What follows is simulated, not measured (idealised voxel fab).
This section sets out a process module, namely voxel double patterning.
Cross-section cut: width 165 nm, square cells of 5 nm.
When this document writes out a cross-section, it uses a grid of square cells and lists it as bands, beginning at the top and moving down, with a band standing for one or more rows of cells.
In this notation a band is specified by the heights of its top and bottom, in that order and in nm, after which its materials appear from left to right, each paired with its width in nm. The word "throughout" attached to a single material means that material fills the band from edge to edge; the word "air" stands for empty space.
Height reference: 0 = level under which incoming wafer is all one material. Lowest band: no bottom, runs on downward, e.g. "0..down".
Width spec "30..40" -> top row of cells at first value, bottom row at second value, equal per-row change in between.
"left unchanged" for a step: no cell of the cross-section changed in that step.
Basically, "Sealed void inventory" tells you about the enclosed voids: empty spaces with no open way to the top, 8 cells or bigger, each written width x height at distance, where distance is from the left edge, all in nm.
Step line, after settings: the simulator's comment on this step.
"overlay nm" denotes, for a step that has a mask, the displacement of the mask to the right of its planned place, with negative values corresponding to the left.

So here's the lineup of process steps we planned:
1) RECEIVE,material Si
2) CONFORMAL_DEP,material SiO2,thk nm 10
3) DIRECTIONAL_DEP,material TiN,thk nm 20
4) DIRECTIONAL_DEP,material SiCN,thk nm 5
5) DIRECTIONAL_DEP,material aC,thk nm 15
6) PATTERN,tone open,mask id FIRST,material resist,width nm 15,pitch nm 50,thk nm 35,overlay nm 0
7) DIRECTIONAL_ETCH,etch materials aC,depth nm 15
8) STRIP,etch materials resist
9) DIRECTIONAL_ETCH,etch materials SiCN,depth nm 5
10) STRIP,etch materials aC
11) PATTERN,tone open,mask id SECOND,material resist,width nm 15,pitch nm 50,thk nm 20,overlay nm 0
12) DIRECTIONAL_ETCH,etch materials SiCN,depth nm 5
13) STRIP,etch materials resist
14) DIRECTIONAL_ETCH,etch materials TiN,depth nm 20
15) STRIP,etch materials SiCN

Delivered wafer in cross-section: state after step 1:
0..down: Si throughout
Sealed void inventory: none

Wafer cross-section at end of module: start and plan as shown above, one execution error:
30..20: TiN 25 nm / air 15 nm / TiN 10 nm / air 15 nm / TiN 10 nm / air 15 nm / TiN 10 nm / air 15 nm / TiN 10 nm / air 15 nm / TiN 25 nm
20..10: TiN throughout
10..0: SiO2 throughout
0..down: Si throughout
Sealed void inventory: none
Deviation noted in wafer processing: heads up, step 14 didn't go per plan, it actually ran as DIRECTIONAL_ETCH,etch materials TiN,depth nm 10
